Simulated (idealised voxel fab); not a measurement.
process module | voxel double patterning
Cross-section cut: width 180 nm, square cells of 5 nm.
Cross-section spec: square-cell grid; bands listed top down; each band is one or more rows. Basically the band line says how high the top is and how high the bottom is, in nm, and then what's in it from left to right, every material with its width in nm. Empty space shows up as "air", and if a single material carries "throughout" it runs the full band edge to edge. Heights are reckoned from 0. Under this level, the received wafer is all of one material. The bottommost band is open-ended downward, for example "z 0 and below". With a width like "30 to 40", each row of cells in the band differs from the next by the same amount, the top row carrying the first number and the bottom row the second. The cross-section has no changed cell in any step marked "remained unchanged". Closed empty spaces (no open way to the top) of 8 cells or more are what "Sealed voids" lists, each as width x height at distance from the left edge, nm for all three. Note: text after step settings on the step line = simulator remark on that step. overlay nm, on a step with a mask: how far to the right of its planned place the mask lay; to the left if negative.

These are the steps we planned for the process
- 1: RECEIVE, material Si
- 2: CONFORMAL_DEP, material SiO2, thk nm 10
- 3: DIRECTIONAL_DEP, material W, thk nm 20
- 4: DIRECTIONAL_DEP, material SiN, thk nm 5
- 5: PATTERN, tone open, mask id FIRST, material resist, width nm 15, pitch nm 50, thk nm 15, overlay nm 0
- 6: DIRECTIONAL_ETCH, etch materials SiN, depth nm 5
- 7: STRIP, etch materials resist
- 8: DIRECTIONAL_DEP, material aC, thk nm 15
- 9: PATTERN, tone open, mask id SECOND, material resist, width nm 15, pitch nm 50, thk nm 30, overlay nm 0
- 10: DIRECTIONAL_ETCH, etch materials aC, depth nm 15
- 11: STRIP, etch materials resist
- 12: DIRECTIONAL_ETCH, etch materials SiN, depth nm 5
- 13: STRIP, etch materials aC
- 14: DIRECTIONAL_ETCH, etch materials W, depth nm 20
- 15: STRIP, etch materials SiN

Shown in cross-section is the wafer as received, that is, as it stands after step 1
> z 0 and below  Si throughout
> Sealed voids: none

Here's the wafer cut in cross-section after the module, started and planned just like above, except one thing was done wrong in the run
> z 20 to 0  W 30 nm | air 15 nm | W 10 nm | air 15 nm | W 10 nm | air 15 nm | W 10 nm | air 15 nm | W 10 nm | air 15 nm | W 35 nm
> z 0 and below  Si throughout
> Sealed voids: none
In executing the process, a mistake was made relative to the plan: plan step 2 was not performed, having been skipped
